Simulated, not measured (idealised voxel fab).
You're looking at the process module voxel plated lines.
The cross-section shown here is cut; it is 175 nm wide and divided into square cells measuring 5 nm on a side.
Bands, listed from the top down, are how a cross-section gets written in this document; the cross-section itself is a grid of square cells, and a band is one or more rows of them. A band entry consists of two parts. The first gives the height of the band's top and the height of its bottom, in nm. The rest lists the band's materials from left to right, each with its width in nm. A single material labelled with the word "throughout" fills the band from edge to edge, and the word "air" marks empty space. The reference from which all heights are counted is 0, the level beneath which the as-received wafer is entirely one material; the lowest band, having no lower bound, proceeds downward and is written after the example "0 and below". The two numbers in a width such as "30 to 40" mark its ends across the band: the first belongs to the top row of cells, the second to the bottom row, and from each row to the next the width moves by the same amount. Key: "all unchanged" - step with no changed cell in the cross-section. The label "Voids lacking openings" introduces a list of the empty spaces, 8 cells or larger, that have no open way up to the top; each entry in it reads width x height at distance, where the distance is taken from the left edge and all three are stated in nm. Read whatever lies past the settings on a step's line as the simulator's own remark about the step. overlay nm: where the mask lay relative to plan, measured to the right, on steps with a mask; negatives go left.

[Set out below are the planned steps of the process]
1) RECEIVE: material Si
2) CONFORMAL_DEP: material SiO2, thk nm 5
3) DIRECTIONAL_DEP: material TiN, thk nm 5
4) PATTERN: tone open, mask id LINES, material resist, width nm 15, pitch nm 35, thk nm 20, overlay nm 0
5) EPI: material Ru, thk nm 10
6) STRIP: etch materials resist
7) DIRECTIONAL_ETCH: etch materials TiN, depth nm 5
8) CONFORMAL_DEP: material SiCN, thk nm 10

[First out of two wafers; run went to plan]

[Here's what the wafer looked like in cross-section when it arrived - that's after step 1]
- 0 and below = Si throughout
- Voids lacking openings: none

[Presented here is a cross-section of the wafer after step 2 has been performed]
- 5 down to 0 = SiO2 throughout
- At heights below 0, the structure remains unaltered.

[Presented here is a cross-section of the wafer after step 3 has been performed]
- 10 down to 5 = TiN throughout
- At heights below 5, the structure remains unaltered.

[Presented here is a cross-section of the wafer after step 4 has been performed]
- 30 down to 10 = 25 resist | 15 air | 20 resist | 15 air | 20 resist | 15 air | 20 resist | 15 air | 30 resist
- At heights below 10, the structure remains unaltered.

[Presented here is a cross-section of the wafer after step 5 has been performed]
- 30 down to 20 = 25 resist | 15 air | 20 resist | 15 air | 20 resist | 15 air | 20 resist | 15 air | 30 resist
- 20 down to 10 = 25 resist | 15 Ru | 20 resist | 15 Ru | 20 resist | 15 Ru | 20 resist | 15 Ru | 30 resist
- At heights below 10, the structure remains unaltered.

[Presented here is a cross-section of the wafer after step 6 has been performed]
- 20 down to 10 = 25 air | 15 Ru | 20 air | 15 Ru | 20 air | 15 Ru | 20 air | 15 Ru | 30 air
- At heights below 10, the structure remains unaltered.

[Presented here is a cross-section of the wafer after step 7 has been performed]
- 20 down to 10 = 25 air | 15 Ru | 20 air | 15 Ru | 20 air | 15 Ru | 20 air | 15 Ru | 30 air
- 10 down to 5 = 25 air | 15 TiN | 20 air | 15 TiN | 20 air | 15 TiN | 20 air | 15 TiN | 30 air
- At heights below 5, the structure remains unaltered.

[Presented here is a cross-section of the wafer after step 8 has been performed]
- 30 down to 20 = 15 air | 140 SiCN | 20 air
- 20 down to 15 = 15 air | 10 SiCN | 15 Ru | 20 SiCN | 15 Ru | 20 SiCN | 15 Ru | 20 SiCN | 15 Ru | 10 SiCN | 20 air
- 15 down to 10 = 25 SiCN | 15 Ru | 20 SiCN | 15 Ru | 20 SiCN | 15 Ru | 20 SiCN | 15 Ru | 30 SiCN
- 10 down to 5 = 25 SiCN | 15 TiN | 20 SiCN | 15 TiN | 20 SiCN | 15 TiN | 20 SiCN | 15 TiN | 30 SiCN
- At heights below 5, the structure remains unaltered.

[For the second wafer, take the first wafer's start and plan, then add one mistake made in running it; everything through step 3, that step included, is shared with the first]

[Second wafer cross-section, taken as of the time the plan sets for step 4 to be done]
- 30 down to 10 = 20 resist | 15 air | 20 resist | 15 air | 20 resist | 15 air | 20 resist | 15 air | 35 resist
- At heights below 10, the structure remains unaltered.

[Second wafer cross-section, taken as of the time the plan sets for step 5 to be done]
- 30 down to 20 = 20 resist | 15 air | 20 resist | 15 air | 20 resist | 15 air | 20 resist | 15 air | 35 resist
- 20 down to 10 = 20 resist | 15 Ru | 20 resist | 15 Ru | 20 resist | 15 Ru | 20 resist | 15 Ru | 35 resist
- At heights below 10, the structure remains unaltered.

[Second wafer cross-section, taken as of the time the plan sets for step 6 to be done]
- 20 down to 10 = 20 air | 15 Ru | 20 air | 15 Ru | 20 air | 15 Ru | 20 air | 15 Ru | 35 air
- At heights below 10, the structure remains unaltered.

[Second wafer cross-section, taken as of the time the plan sets for step 7 to be done]
- 20 down to 10 = 20 air | 15 Ru | 20 air | 15 Ru | 20 air | 15 Ru | 20 air | 15 Ru | 35 air
- 10 down to 5 = 20 air | 15 TiN | 20 air | 15 TiN | 20 air | 15 TiN | 20 air | 15 TiN | 35 air
- At heights below 5, the structure remains unaltered.

[Second wafer cross-section, taken as of the time the plan sets for step 8 to be done]
- 30 down to 20 = 10 air | 140 SiCN | 25 air
- 20 down to 15 = 10 air | 10 SiCN | 15 Ru | 20 SiCN | 15 Ru | 20 SiCN | 15 Ru | 20 SiCN | 15 Ru | 10 SiCN | 25 air
- 15 down to 10 = 20 SiCN | 15 Ru | 20 SiCN | 15 Ru | 20 SiCN | 15 Ru | 20 SiCN | 15 Ru | 35 SiCN
- 10 down to 5 = 20 SiCN | 15 TiN | 20 SiCN | 15 TiN | 20 SiCN | 15 TiN | 20 SiCN | 15 TiN | 35 SiCN
- At heights below 5, the structure remains unaltered.
Deviation noted in wafer processing: planned and actual differ for step 4; actual: PATTERN: tone open, mask id LINES, material resist, width nm 15, pitch nm 35, thk nm 20, overlay nm -5
By the end, you'd get the same cell count for each material on either wafer, but the second wafer puts them somewhere else.
